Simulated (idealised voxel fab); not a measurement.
process module | voxel wiring stack
Cross-sectional view cut (width: 165 nm; square cell size: 5 nm).
The cross-sections in this document take the form of a grid made of square cells. They are written out as bands, in order from top to bottom. Each band consists of one or more rows of cells.
A band entry consists of two parts. The first gives the height of the band's top and the height of its bottom, in nm. The rest lists the band's materials from left to right, each with its width in nm. A single material labelled with the word "full width" fills the band from edge to edge, and the word "air" marks empty space.
A quick word on heights: they are counted from 0, and under that level the wafer as it came to us is one material throughout. The lowest band is different from the rest in having no bottom; it simply continues downward, written as in "0 -> down".
With a width like "30->40", each row of cells in the band differs from the next by the same amount, the top row carrying the first number and the bottom row the second.
What does "nothing different" mean for a step? It means no cell of the cross-section changed in that step.
Voids not open to the top, 8 cells minimum: see "Completely sealed voids". Written width x height at distance; distance is from the left edge; nm.
The remark found on a step's line after its settings is issued by the simulator itself and pertains to that step.
The optional step-line setting "overlay nm" applies to steps with a mask and quantifies how far to the right of its planned location the mask lay, a negative value indicating leftward placement.
Process steps - plan
1,RECEIVE (material Si)
2,CONFORMAL_DEP (material SiO2; thk nm 10)
3,CONFORMAL_DEP (material SiCN; thk nm 5)
4,DIRECTIONAL_DEP (material SiO2; thk nm 25)
5,DIRECTIONAL_DEP (material aC; thk nm 10)
6,PATTERN (tone open; mask id METAL_1; material resist; width nm 30; pitch nm 45; thk nm 25; overlay nm 0)
7,DIRECTIONAL_ETCH (etch materials aC; depth nm 10)
8,STRIP (etch materials resist)
9,DIRECTIONAL_ETCH (etch materials SiO2; depth nm 25)
10,DIRECTIONAL_ETCH (etch materials SiCN; depth nm 5)
11,STRIP (etch materials aC)
12,CONFORMAL_DEP (material TiN; thk nm 5)
13,FILL_DEP (material W; thk nm 5)
14,CMP (height nm 40)
15,CONFORMAL_DEP (material SiCN; thk nm 5)
16,DIRECTIONAL_DEP (material lowk; thk nm 15)
17,DIRECTIONAL_DEP (material aC; thk nm 15)
18,PATTERN (tone open; mask id PLUG_1; material resist; width nm 15; pitch nm 90; thk nm 35; overlay nm 0)
19,DIRECTIONAL_ETCH (etch materials aC; depth nm 15)
20,STRIP (etch materials resist)
21,DIRECTIONAL_ETCH (etch materials lowk; depth nm 15)
22,DIRECTIONAL_ETCH (etch materials SiCN; depth nm 5)
23,STRIP (etch materials aC)
24,EPI (material Ru; thk nm 10)
25,EPI (material Ru; thk nm 10)
26,DIRECTIONAL_DEP (material TiN; thk nm 5)
27,DIRECTIONAL_DEP (material W; thk nm 25)
28,MASKED_ETCH (tone cover; mask id METAL_2; width nm 30; pitch nm 45; etch materials W; depth nm 25; overlay nm 0)
29,MASKED_ETCH (tone cover; mask id METAL_2; width nm 30; pitch nm 45; etch materials TiN; depth nm 5; overlay nm 0)
30,CONFORMAL_DEP (material SiCN; thk nm 5)
31,FILL_DEP (material SiO2; thk nm 5)
32,CMP (height nm 90)
33,CONFORMAL_DEP (material SiCN; thk nm 5)
34,DIRECTIONAL_DEP (material lowk; thk nm 25)
35,DIRECTIONAL_DEP (material aC; thk nm 15)
36,PATTERN (tone open; mask id METAL_3_HOLES; material resist; width nm 15; pitch nm 45; thk nm 35; overlay nm 0)
37,DIRECTIONAL_ETCH (etch materials aC; depth nm 15)
38,STRIP (etch materials resist)
39,DIRECTIONAL_ETCH (etch materials lowk; depth nm 25)
40,STRIP (etch materials aC)
41,PATTERN (tone open; mask id METAL_3; material resist; width nm 30; pitch nm 45; thk nm 15; overlay nm 0)
42,DIRECTIONAL_ETCH (etch materials lowk; depth nm 15)
43,DIRECTIONAL_ETCH (etch materials SiCN; depth nm 5)
44,STRIP (etch materials resist)
45,CONFORMAL_DEP (material TiN; thk nm 5)
46,FILL_DEP (material Cu; thk nm 5)
47,CMP (height nm 120)
48,CONFORMAL_DEP (material SiCN; thk nm 5)
Heads up: all these wafers start the same, and what changes between them is the thk nm in step 30. The value you see in the plan is just what the first wafer got.
Cross-section, first of several wafers, as delivered after step 1
- 0 -> down | Si full width
- Completely sealed voids: none
Wafer cross-section (first of several) - module end, post step 48 (last step)
- 125 -> 120 | SiCN full width
- 120 -> 110 | lowk 20 nm | TiN 5 nm | Cu 20 nm | TiN 5 nm | lowk 15 nm | TiN 5 nm | Cu 20 nm | TiN 5 nm | lowk 15 nm | TiN 5 nm | Cu 20 nm | TiN 5 nm | lowk 25 nm
- 110 -> 105 | lowk 20 nm | TiN 5 nm | Cu 5 nm | TiN 20 nm | lowk 15 nm | TiN 5 nm | Cu 5 nm | TiN 20 nm | lowk 15 nm | TiN 5 nm | Cu 5 nm | TiN 20 nm | lowk 25 nm
- 105 -> 95 | lowk 20 nm | TiN 5 nm | Cu 5 nm | TiN 5 nm | lowk 30 nm | TiN 5 nm | Cu 5 nm | TiN 5 nm | lowk 30 nm | TiN 5 nm | Cu 5 nm | TiN 5 nm | lowk 40 nm
- 95 -> 90 | SiCN 20 nm | TiN 15 nm | SiCN 30 nm | TiN 15 nm | SiCN 30 nm | TiN 15 nm | SiCN 40 nm
- 90 -> 65 | SiO2 15 nm | SiCN 5 nm | W 30 nm | SiCN 5 nm | SiO2 5 nm | SiCN 5 nm | W 30 nm | SiCN 5 nm | SiO2 5 nm | SiCN 5 nm | W 30 nm | SiCN 5 nm | SiO2 20 nm
- 65 -> 60 | SiCN 20 nm | TiN 30 nm | SiCN 15 nm | TiN 30 nm | SiCN 15 nm | TiN 30 nm | SiCN 25 nm
- 60 -> 45 | lowk 20 nm | Ru 15 nm | lowk 75 nm | Ru 15 nm | lowk 40 nm
- 45 -> 40 | SiCN 20 nm | Ru 15 nm | SiCN 75 nm | Ru 15 nm | SiCN 40 nm
- 40 -> 15 | SiO2 20 nm | TiN 5 nm | W 20 nm | TiN 5 nm | SiO2 15 nm | TiN 5 nm | W 20 nm | TiN 5 nm | SiO2 15 nm | TiN 5 nm | W 20 nm | TiN 5 nm | SiO2 25 nm
- 15 -> 10 | SiCN 20 nm | TiN 30 nm | SiCN 15 nm | TiN 30 nm | SiCN 15 nm | TiN 30 nm | SiCN 25 nm
- 10 -> 0 | SiO2 full width
- 0 -> down | Si full width
- Completely sealed voids: none
Here's the last wafer cross-sectioned at the end of the module
- 125 -> 120 | SiCN full width
- 120 -> 110 | lowk 20 nm | TiN 5 nm | Cu 20 nm | TiN 5 nm | lowk 15 nm | TiN 5 nm | Cu 20 nm | TiN 5 nm | lowk 15 nm | TiN 5 nm | Cu 20 nm | TiN 5 nm | lowk 25 nm
- 110 -> 105 | lowk 20 nm | TiN 5 nm | Cu 5 nm | TiN 20 nm | lowk 15 nm | TiN 5 nm | Cu 5 nm | TiN 20 nm | lowk 15 nm | TiN 5 nm | Cu 5 nm | TiN 20 nm | lowk 25 nm
- 105 -> 95 | lowk 20 nm | TiN 5 nm | Cu 5 nm | TiN 5 nm | lowk 30 nm | TiN 5 nm | Cu 5 nm | TiN 5 nm | lowk 30 nm | TiN 5 nm | Cu 5 nm | TiN 5 nm | lowk 40 nm
- 95 -> 90 | SiCN 20 nm | TiN 15 nm | SiCN 30 nm | TiN 15 nm | SiCN 30 nm | TiN 15 nm | SiCN 40 nm
- 90 -> 80 | SiCN 20 nm | W 30 nm | SiCN 15 nm | W 30 nm | SiCN 15 nm | W 30 nm | SiCN 20 nm | SiO2 5 nm
- 80 -> 65 | SiCN 20 nm | W 30 nm | SiCN 15 nm | W 30 nm | SiCN 15 nm | W 30 nm | SiCN 25 nm
- 65 -> 60 | SiCN 20 nm | TiN 30 nm | SiCN 15 nm | TiN 30 nm | SiCN 15 nm | TiN 30 nm | SiCN 25 nm
- 60 -> 45 | lowk 20 nm | Ru 15 nm | lowk 75 nm | Ru 15 nm | lowk 40 nm
- 45 -> 40 | SiCN 20 nm | Ru 15 nm | SiCN 75 nm | Ru 15 nm | SiCN 40 nm
- 40 -> 15 | SiO2 20 nm | TiN 5 nm | W 20 nm | TiN 5 nm | SiO2 15 nm | TiN 5 nm | W 20 nm | TiN 5 nm | SiO2 15 nm | TiN 5 nm | W 20 nm | TiN 5 nm | SiO2 25 nm
- 15 -> 10 | SiCN 20 nm | TiN 30 nm | SiCN 15 nm | TiN 30 nm | SiCN 15 nm | TiN 30 nm | SiCN 25 nm
- 10 -> 0 | SiO2 full width
- 0 -> down | Si full width
- Completely sealed voids: none
Per-wafer rows below. For each material: cells gained (+) or lost (-) since the wafer was received, as of end of module. Then: closed voids
thk nm 5, +33 Cu, +24 Ru, +144 SiCN, +186 SiO2, +114 TiN, +150 W, +174 lowk, Completely sealed voids: none
thk nm 10, +33 Cu, +24 Ru, +169 SiCN, +161 SiO2, +114 TiN, +150 W, +174 lowk, Completely sealed voids: none
thk nm 15, +33 Cu, +24 Ru, +180 SiCN, +150 SiO2, +114 TiN, +150 W, +174 lowk, Completely sealed voids: none
thk nm 20, +33 Cu, +24 Ru, +187 SiCN, +143 SiO2, +114 TiN, +150 W, +174 lowk, Completely sealed voids: none
